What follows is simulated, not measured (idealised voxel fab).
Process module under the name voxel self aligned contacts
We display cut, a cross-section 250 nm in width whose square cells are each 5 nm.
This document writes a cross-section as a grid whose cells are square, and gives it as bands, listed from the top down; one or more rows of cells form a band.
It is stipulated that each band's entry specify, in nanometres, the height of the top of the band and then that of its bottom, followed by the materials of the band in left-to-right sequence, each together with its width in nanometres. A single material marked by the word "full width" is understood to fill the band from edge to edge; the word "blank" is understood to denote empty space.
A quick word on heights: they are counted from 0, and under that level the wafer as it came to us is one material throughout. The lowest band is different from the rest in having no bottom; it simply continues downward, written as in "from 0 down".
When a width is written as two numbers, as in "30 to 40", the first number is the width in the top row of cells of the band and the second is the width in its bottom row, and the width changes by the same amount from each row to the next.
A step reported as "nothing was modified" is a step in which no cell of the cross-section changed.
The entry titled "Internal closed voids" provides the empty spaces that have no open way to the top, restricted to those of 8 cells or more. Each is presented as width x height at distance, the distance being measured from the left edge, with all three in nm.
Anything after a step's settings on that line? It's the simulator's own note about the step.
When a step includes a mask, the "overlay nm" setting on its line states how far to the right of its planned place that mask lay, and negative values state how far to the left.
### Listed below are the process steps as planned
1,RECEIVE, material Si
2,CONFORMAL_DEP, material SiO2, thk nm 5
3,DIRECTIONAL_DEP, material polySi, thk nm 20
4,DIRECTIONAL_DEP, material SiN, thk nm 20
5,DIRECTIONAL_DEP, material aC, thk nm 15
6,PATTERN, tone cover, mask id GATE, material resist, width nm 35, pitch nm 70, thk nm 35, overlay nm 0
7,DIRECTIONAL_ETCH, etch materials aC, depth nm 15
8,STRIP, etch materials resist
9,DIRECTIONAL_ETCH, etch materials SiN, depth nm 20
10,DIRECTIONAL_ETCH, etch materials polySi, depth nm 20
11,STRIP, etch materials aC
12,CONFORMAL_DEP, material SiN, thk nm 5
13,DIRECTIONAL_ETCH, etch materials SiN, depth nm 5
14,FILL_DEP, material SiO2, thk nm 10
15,CMP, height nm 50
16,DIRECTIONAL_DEP, material aC, thk nm 15
17,PATTERN, tone open, mask id CONTACT, material resist, width nm 55, thk nm 30, overlay nm 0
18,DIRECTIONAL_ETCH, etch materials aC, depth nm 15
19,STRIP, etch materials resist
20,DIRECTIONAL_ETCH, etch materials SiO2, depth nm 50
21,STRIP, etch materials aC
22,CONFORMAL_DEP, material TiN, thk nm 5
23,FILL_DEP, material W, thk nm 10
24,CMP, height nm 50
25,CONFORMAL_DEP, material SiCN, thk nm 5
### Delivered wafer in cross-section: state after step 1
* from 0 down | Si full width
* Internal closed voids: none
### Cross-section, first of two wafers, end of module, run as planned
* from 55 to 50 | SiCN full width
* from 50 to 45 | 95 nm SiO2, 20 nm TiN, 15 nm W, 20 nm TiN, 100 nm SiO2
* from 45 to 25 | 65 nm SiO2, 45 nm SiN, 5 nm TiN, 15 nm W, 5 nm TiN, 45 nm SiN, 70 nm SiO2
* from 25 to 5 | 65 nm SiO2, 5 nm SiN, 35 nm polySi, 5 nm SiN, 5 nm TiN, 15 nm W, 5 nm TiN, 5 nm SiN, 35 nm polySi, 5 nm SiN, 70 nm SiO2
* from 5 to 0 | 110 nm SiO2, 25 nm TiN, 115 nm SiO2
* from 0 down | Si full width
* Internal closed voids: none
### Presented here is a cross-section of the second of the two wafers as it stood at the end of the module. It was started in the same manner and assigned the same plan as the first wafer; however, one mistake was made in its execution
* from 55 to 50 | SiCN full width
* from 50 to 45 | 95 nm SiO2, 55 nm TiN, 100 nm SiO2
* from 45 to 25 | 75 nm SiN, 20 nm SiO2, 5 nm TiN, 45 nm SiN, 5 nm TiN, 20 nm SiO2, 80 nm SiN
* from 25 to 5 | 70 nm polySi, 5 nm SiN, 20 nm SiO2, 5 nm TiN, 5 nm SiN, 35 nm polySi, 5 nm SiN, 5 nm TiN, 20 nm SiO2, 5 nm SiN, 75 nm polySi
* from 5 to 0 | 95 nm SiO2, 5 nm TiN, 45 nm SiO2, 5 nm TiN, 100 nm SiO2
* from 0 down | Si full width
* Internal closed voids: none
Deviation from plan: not per plan at step 6, really ran PATTERN, tone open, mask id GATE, material resist, width nm 35, pitch nm 70, thk nm 35, overlay nm 0
Final cells, second wafer relative to first, materials higher or lower: SiN: 88 more | SiO2: 149 fewer | W: 27 fewer | polySi: 88 more
